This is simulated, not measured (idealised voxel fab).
process module | voxel self aligned contacts
cross-section cut | 235 nm wide | cells 5 nm
A cross-section is a grid of square cells, given in bands from the top down. A band is one or more rows of cells.
Each band's line starts with the height of the band's top and of its bottom, in nm. Then come its materials from left to right, each with its width in nm. One material with "throughout" fills the band from edge to edge. "air" is empty space.
Height 0 is the level under which the wafer as received is all one material. The lowest band goes on downwards, as in "0 down".
A width such as "30 to 40" changes by the same amount from each row of cells to the next, from the band's top row to its bottom row.
"no change" after a step means that no cell of the cross-section changed.
closed voids: empty space of 8 cells or more with no open way to the top, each as width x height at its distance from the left edge, in nm
after a step's settings: what the simulator itself notes on the step
overlay nm, on a step with a mask: how far to the right of its planned place the mask lay; to the left if negative
plan
1 op RECEIVE | material Si
2 op OXIDIZE | depth nm 5
3 op DIRECTIONAL_DEP | material polySi | thk nm 20
4 op DIRECTIONAL_DEP | material SiN | thk nm 20
5 op MASKED_ETCH | tone cover | mask id GATE | width nm 30 | pitch nm 70 | etch materials SiN | depth nm 20 | overlay nm 0
6 op MASKED_ETCH | tone cover | mask id GATE | width nm 30 | pitch nm 70 | etch materials polySi | depth nm 20 | overlay nm 0
7 op CONFORMAL_DEP | material SiN | thk nm 10
8 op DIRECTIONAL_ETCH | etch materials SiN | depth nm 10
9 op FILL_DEP | material SiO2 | thk nm 10
10 op CMP | height nm 45
11 op DIRECTIONAL_DEP | material aC | thk nm 10
12 op PATTERN | tone open | mask id CONTACT | material resist | width nm 50 | thk nm 30 | overlay nm 0
13 op DIRECTIONAL_ETCH | etch materials aC | depth nm 10
14 op STRIP | etch materials resist
15 op DIRECTIONAL_ETCH | etch materials SiO2 | depth nm 50
16 op STRIP | etch materials aC
17 op CONFORMAL_DEP | material TiN | thk nm 5
18 op FILL_DEP | material Ru | thk nm 10
19 op CMP | height nm 45
20 op CONFORMAL_DEP | material SiN | thk nm 5
first wafer, as planned
as received, after step 1
  0 down: Si throughout
  closed voids: none
after step 2
  0 to -5: SiO2 throughout
  below -5: unchanged
after step 3
  20 to 0: polySi throughout
  below 0: unchanged
after step 4
  40 to 20: SiN throughout
  below 20: unchanged
after step 5
  40 to 20: air 65 | SiN 30 | air 40 | SiN 30 | air 70
  below 20: unchanged
after step 6
  40 to 20: air 65 | SiN 30 | air 40 | SiN 30 | air 70
  20 to 0: air 65 | polySi 30 | air 40 | polySi 30 | air 70
  below 0: unchanged
after step 7
  50 to 20: air 55 | SiN 50 | air 20 | SiN 50 | air 60
  20 to 10: air 55 | SiN 10 | polySi 30 | SiN 10 | air 20 | SiN 10 | polySi 30 | SiN 10 | air 60
  10 to 0: SiN 65 | polySi 30 | SiN 40 | polySi 30 | SiN 70
  below 0: unchanged
after step 8
  40 to 20: air 55 | SiN 50 | air 20 | SiN 50 | air 60
  20 to 0: air 55 | SiN 10 | polySi 30 | SiN 10 | air 20 | SiN 10 | polySi 30 | SiN 10 | air 60
  below 0: unchanged
after step 9
  50 to 40: SiO2 throughout
  40 to 20: SiO2 55 | SiN 50 | SiO2 20 | SiN 50 | SiO2 60
  20 to 0: SiO2 55 | SiN 10 | polySi 30 | SiN 10 | SiO2 20 | SiN 10 | polySi 30 | SiN 10 | SiO2 60
  below 0: unchanged
after step 10
  45 to 40: SiO2 throughout
  below 40: unchanged
after step 11
  55 to 45: aC throughout
  below 45: unchanged
after step 12
  85 to 55: resist 90 | air 50 | resist 95
  below 55: unchanged
after step 13
  75 to 55: resist 90 | air 50 | resist 95
  55 to 45: aC 90 | air 50 | aC 95
  below 45: unchanged
after step 14
  55 to 45: aC 90 | air 50 | aC 95
  below 45: unchanged
after step 15
  55 to 45: aC 90 | air 50 | aC 95
  45 to 40: SiO2 90 | air 50 | SiO2 95
  40 to 20: SiO2 55 | SiN 50 | air 20 | SiN 50 | SiO2 60
  20 to 0: SiO2 55 | SiN 10 | polySi 30 | SiN 10 | air 20 | SiN 10 | polySi 30 | SiN 10 | SiO2 60
  0 to -5: SiO2 105 | air 20 | SiO2 110
  below -5: unchanged
after step 16
  45 to 40: SiO2 90 | air 50 | SiO2 95
  below 40: unchanged
after step 17
  50 to 45: TiN 95 | air 40 | TiN 100
  45 to 40: SiO2 90 | TiN 20 | air 10 | TiN 20 | SiO2 95
  40 to 20: SiO2 55 | SiN 50 | TiN 5 | air 10 | TiN 5 | SiN 50 | SiO2 60
  20 to 0: SiO2 55 | SiN 10 | polySi 30 | SiN 10 | TiN 5 | air 10 | TiN 5 | SiN 10 | polySi 30 | SiN 10 | SiO2 60
  0 to -5: SiO2 105 | TiN 20 | SiO2 110
  below -5: unchanged
after step 18
  60 to 50: Ru throughout
  50 to 45: TiN 95 | Ru 40 | TiN 100
  45 to 40: SiO2 90 | TiN 20 | Ru 10 | TiN 20 | SiO2 95
  40 to 20: SiO2 55 | SiN 50 | TiN 5 | Ru 10 | TiN 5 | SiN 50 | SiO2 60
  20 to 0: SiO2 55 | SiN 10 | polySi 30 | SiN 10 | TiN 5 | Ru 10 | TiN 5 | SiN 10 | polySi 30 | SiN 10 | SiO2 60
  below 0: unchanged
after step 19
  45 to 40: SiO2 90 | TiN 20 | Ru 10 | TiN 20 | SiO2 95
  below 40: unchanged
after step 20
  50 to 45: SiN throughout
  below 45: unchanged
second wafer: like start, like plan, one mistake. Through step 4 it matches the first wafer
when step 5 should have ended
  40 to 20: SiN 65 | air 30 | SiN 40 | air 30 | SiN 70
  below 20: unchanged
when step 6 should have ended: no change
when step 7 should have ended
  50 to 30: SiN 75 | air 10 | SiN 60 | air 10 | SiN 80
  30 to 20: SiN throughout
  below 20: unchanged
when step 8 should have ended
  40 to 20: SiN 75 | air 10 | SiN 60 | air 10 | SiN 80
  below 20: unchanged
when step 9 should have ended
  50 to 40: SiO2 throughout
  40 to 20: SiN 75 | SiO2 10 | SiN 60 | SiO2 10 | SiN 80
  below 20: unchanged
when step 10 should have ended
  45 to 40: SiO2 throughout
  below 40: unchanged
when step 11 should have ended
  55 to 45: aC throughout
  below 45: unchanged
when step 12 should have ended
  85 to 55: resist 90 | air 50 | resist 95
  below 55: unchanged
when step 13 should have ended
  75 to 55: resist 90 | air 50 | resist 95
  55 to 45: aC 90 | air 50 | aC 95
  below 45: unchanged
when step 14 should have ended
  55 to 45: aC 90 | air 50 | aC 95
  below 45: unchanged
when step 15 should have ended
  55 to 45: aC 90 | air 50 | aC 95
  45 to 40: SiO2 90 | air 50 | SiO2 95
  below 40: unchanged
when step 16 should have ended
  45 to 40: SiO2 90 | air 50 | SiO2 95
  below 40: unchanged
when step 17 should have ended
  50 to 45: TiN 95 | air 40 | TiN 100
  45 to 40: SiO2 90 | TiN 50 | SiO2 95
  below 40: unchanged
when step 18 should have ended
  60 to 50: Ru throughout
  50 to 45: TiN 95 | Ru 40 | TiN 100
  below 45: unchanged
when step 19 should have ended
  45 to 40: SiO2 90 | TiN 50 | SiO2 95
  below 40: unchanged
when step 20 should have ended
  50 to 45: SiN throughout
  below 45: unchanged
what went wrong: step 5 ran as: op MASKED_ETCH | tone open | mask id GATE | width nm 30 | pitch nm 70 | etch materials SiN | depth nm 20 | overlay nm 0
at the end the second wafer has, in cells: 18 fewer of Ru | 60 more of SiN | 164 fewer of SiO2 | 18 fewer of TiN | 140 more of polySi
